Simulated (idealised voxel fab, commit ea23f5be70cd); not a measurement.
The document below concerns the process module designated voxel capacitor over wiring.
Section shown: cut. Width: 225 nm. Cell size: 5 nm, square.
Cross-section layout: square cells on a grid; listed as bands, top to bottom; a band spans one or more cell rows. Top height, bottom height, nm. Materials left to right, width each, nm. Single material + "all across" = fills band edge to edge. "empty" = empty. Heights are measured from 0, the level below which the as-received wafer is all one material; the lowest band has no bottom and continues downward, written as in "0..down". Width "30->40": first value at the band's top row of cells, second value at its bottom row, equal change from row to row. "remained the same" (step): cross-section cells unchanged, all of them. The label "Completely enclosed voids" introduces a list of the empty spaces, 8 cells or larger, that have no open way up to the top; each entry in it reads width x height at distance, where the distance is taken from the left edge and all three are stated in nm. after a step's settings: what the simulator itself notes on the step. The "overlay nm" setting may appear on a step's line; for a step that uses a mask, it gives how far to the right of its planned position the mask lay, and a negative value indicates the left.
[Set out below are the planned steps of the process]
- 1: RECEIVE with material Si
- 2: CONFORMAL_DEP with material SiO2, thk nm 15
- 3: CONFORMAL_DEP with material SiN, thk nm 5
- 4: DIRECTIONAL_DEP with material SiO2, thk nm 25
- 5: DIRECTIONAL_DEP with material aC, thk nm 10
- 6: PATTERN with tone open, mask id METAL_1, material resist, width nm 25, pitch nm 85, thk nm 30, overlay nm 0
- 7: DIRECTIONAL_ETCH with etch materials aC, depth nm 10
- 8: STRIP with etch materials resist
- 9: DIRECTIONAL_ETCH with etch materials SiO2, depth nm 25
- 10: DIRECTIONAL_ETCH with etch materials SiN, depth nm 5
- 11: STRIP with etch materials aC
- 12: CONFORMAL_DEP with material TiN, thk nm 5
- 13: FILL_DEP with material Ru, thk nm 5
- 14: CMP with height nm 45
- 15: EPI with material Ru, thk nm 5
- 16: FILL_DEP with material SiCN, thk nm 5
- 17: DIRECTIONAL_DEP with material SiO2, thk nm 15
- 18: MASKED_ETCH with tone open, mask id PLUG_1, width nm 15, etch materials SiO2, depth nm 15, overlay nm 0
- 19: MASKED_ETCH with tone open, mask id PLUG_1, width nm 15, etch materials SiCN, depth nm 5, overlay nm 0
- 20: CONFORMAL_DEP with material TiN, thk nm 5
- 21: FILL_DEP with material W, thk nm 10
- 22: CMP with height nm 70
- 23: DIRECTIONAL_DEP with material TiN, thk nm 10
- 24: DIRECTIONAL_DEP with material Al2O3, thk nm 5
- 25: DIRECTIONAL_DEP with material TiN, thk nm 10
- 26: PATTERN with tone cover, mask id UPPER_PLATE, material resist, width nm 65, thk nm 15, overlay nm 0
- 27: DIRECTIONAL_ETCH with etch materials TiN, depth nm 10
- 28: DIRECTIONAL_ETCH with etch materials Al2O3, depth nm 5
- 29: STRIP with etch materials resist
- 30: DIRECTIONAL_DEP with material aC, thk nm 15
- 31: PATTERN with tone cover, mask id LOWER_PLATE, material resist, width nm 75, thk nm 30, overlay nm 0
- 32: DIRECTIONAL_ETCH with etch materials aC, depth nm 15
- 33: STRIP with etch materials resist
- 34: DIRECTIONAL_ETCH with etch materials TiN, depth nm 10
- 35: STRIP with etch materials aC
- 36: FILL_DEP with material SiO2, thk nm 15
- 37: CMP with height nm 105
- 38: PATTERN with tone open, mask id PLUG_2, material resist, width nm 15, thk nm 20, overlay nm 0
- 39: DIRECTIONAL_ETCH with etch materials SiO2, depth nm 10
- 40: STRIP with etch materials resist
- 41: CONFORMAL_DEP with material TiN, thk nm 5
- 42: FILL_DEP with material Cu, thk nm 10
- 43: CMP with height nm 105
- 44: CONFORMAL_DEP with material SiCN, thk nm 5
Across this set of wafers, the varied parameter is the width nm of step 38. Starting conditions are identical for every wafer, and the plan reports the value assigned to the first wafer.
[First wafer of several, as received: cross-section after step 1]
- 0..down  Si all across
- Completely enclosed voids: none
[Post step 44, the closing step of the module: first of several wafers, cross-sectioned]
- 110..105  SiCN all across
- 105..100  SiO2 75, then TiN 5, then Cu 5, then TiN 5, then SiO2 135
- 100..95  SiO2 75, then TiN 15, then SiO2 135
- 95..85  SiO2 65, then TiN 65, then SiO2 95
- 85..80  SiO2 65, then Al2O3 65, then SiO2 95
- 80..70  SiO2 60, then TiN 75, then SiO2 90
- 70..55  SiO2 65, then TiN 5, then W 5, then TiN 5, then SiO2 145
- 55..50  SiCN 65, then TiN 15, then SiCN 145
- 50..45  SiCN 50, then Ru 35, then SiCN 50, then Ru 35, then SiCN 55
- 45..20  SiO2 55, then TiN 5, then Ru 15, then TiN 5, then SiO2 60, then TiN 5, then Ru 15, then TiN 5, then SiO2 60
- 20..15  SiN 55, then TiN 25, then SiN 60, then TiN 25, then SiN 60
- 15..0  SiO2 all across
- 0..down  Si all across
- Completely enclosed voids: none
[The last wafer as seen in cross-section at the end of the module]
- 110..105  SiCN all across
- 105..100  SiO2 70, then TiN 5, then Cu 20, then TiN 5, then SiO2 125
- 100..95  SiO2 70, then TiN 30, then SiO2 125
- 95..85  SiO2 65, then TiN 65, then SiO2 95
- 85..80  SiO2 65, then Al2O3 65, then SiO2 95
- 80..70  SiO2 60, then TiN 75, then SiO2 90
- 70..55  SiO2 65, then TiN 5, then W 5, then TiN 5, then SiO2 145
- 55..50  SiCN 65, then TiN 15, then SiCN 145
- 50..45  SiCN 50, then Ru 35, then SiCN 50, then Ru 35, then SiCN 55
- 45..20  SiO2 55, then TiN 5, then Ru 15, then TiN 5, then SiO2 60, then TiN 5, then Ru 15, then TiN 5, then SiO2 60
- 20..15  SiN 55, then TiN 25, then SiN 60, then TiN 25, then SiN 60
- 15..0  SiO2 all across
- 0..down  Si all across
- Completely enclosed voids: none
[Below is a per-wafer table. In it, each row describes the wafer at the end of the module by giving, for each material, the number of cells gained (+) or lost (-) since the wafer was received, and after that the closed voids of the wafer]
width nm 15, +13 Al2O3, +1 Cu, +44 Ru, +118 SiCN, +35 SiN, +676 SiO2, +100 TiN, +3 W, Completely enclosed voids: none
width nm 20, +13 Al2O3, +2 Cu, +44 Ru, +118 SiCN, +35 SiN, +674 SiO2, +101 TiN, +3 W, Completely enclosed voids: none
width nm 25, +13 Al2O3, +3 Cu, +44 Ru, +118 SiCN, +35 SiN, +672 SiO2, +102 TiN, +3 W, Completely enclosed voids: none
width nm 30, +13 Al2O3, +4 Cu, +44 Ru, +118 SiCN, +35 SiN, +670 SiO2, +103 TiN, +3 W, Completely enclosed voids: none
